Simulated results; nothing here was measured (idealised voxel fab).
process module | voxel ribs on slabs
cross-section cut | 290 nm wide | cells 5 nm
A cross-section is a grid of square cells, given in bands from the top down. A band is one or more rows of cells.
Each band's line starts with the height of the band's top and of its bottom, in nm. Then come its materials from left to right, each with its width in nm. One material with "throughout" fills the band from edge to edge. "air" is empty space.
Height 0 is the level under which the wafer as received is all one material. The lowest band goes on downwards, as in "0 down".
A width such as "30 to 40" changes by the same amount from each row of cells to the next, from the band's top row to its bottom row.
"no change" after a step means that no cell of the cross-section changed.
closed voids: empty space of 8 cells or more with no open way to the top, each as width x height at its distance from the left edge, in nm
after a step's settings: what the simulator itself notes on the step
overlay nm, on a step with a mask: how far to the right of its planned place the mask lay; to the left if negative
plan
1 op RECEIVE | material Si
2 op DIRECTIONAL_DEP | material SiO2 | thk nm 30
3 op DIRECTIONAL_DEP | material SiN | thk nm 25
4 op MASKED_ETCH | tone cover | mask id RIB | width nm 20 | etch materials SiN | depth nm 10 | overlay nm 0
5 op MASKED_ETCH | tone cover | mask id SLAB | width nm 80 | etch materials SiN | depth nm 15 | overlay nm 0
6 op FILL_DEP | material SiO2 | thk nm 20
7 op CMP | height nm 70
8 op DIRECTIONAL_DEP | material W | thk nm 5
9 op MASKED_ETCH | tone cover | mask id HEATER | width nm 30 | etch materials W | depth nm 5 | overlay nm 0
10 op CONFORMAL_DEP | material SiO2 | thk nm 5
first wafer, as planned
as received, after step 1
  0 down: Si throughout
  closed voids: none
after step 2
  30 to 0: SiO2 throughout
  below 0: unchanged
after step 3
  55 to 30: SiN throughout
  below 30: unchanged
after step 4
  55 to 45: air 135 | SiN 20 | air 135
  below 45: unchanged
after step 5
  55 to 45: air 135 | SiN 20 | air 135
  45 to 30: air 105 | SiN 80 | air 105
  below 30: unchanged
after step 6
  75 to 55: SiO2 throughout
  55 to 45: SiO2 135 | SiN 20 | SiO2 135
  45 to 30: SiO2 105 | SiN 80 | SiO2 105
  below 30: unchanged
after step 7
  70 to 55: SiO2 throughout
  below 55: unchanged
after step 8
  75 to 70: W throughout
  below 70: unchanged
after step 9
  75 to 70: air 130 | W 30 | air 130
  below 70: unchanged
after step 10
  80 to 75: air 125 | SiO2 40 | air 125
  75 to 70: SiO2 130 | W 30 | SiO2 130
  below 70: unchanged
second wafer: like start, like plan, one mistake. Through step 2 it matches the first wafer
when step 3 should have ended
  55 to 0: SiO2 throughout
  below 0: unchanged
when step 4 should have ended: no change
when step 5 should have ended: no change
when step 6 should have ended
  75 to 0: SiO2 throughout
  below 0: unchanged
when step 7 should have ended
  70 to 0: SiO2 throughout
  below 0: unchanged
when step 8 should have ended
  75 to 70: W throughout
  below 70: unchanged
when step 9 should have ended
  75 to 70: air 130 | W 30 | air 130
  below 70: unchanged
when step 10 should have ended
  80 to 75: air 125 | SiO2 40 | air 125
  75 to 70: SiO2 130 | W 30 | SiO2 130
  below 70: unchanged
what went wrong: step 3 ran as: op DIRECTIONAL_DEP | material SiO2 | thk nm 25
at the end the second wafer has, in cells: 56 fewer of SiN | 56 more of SiO2
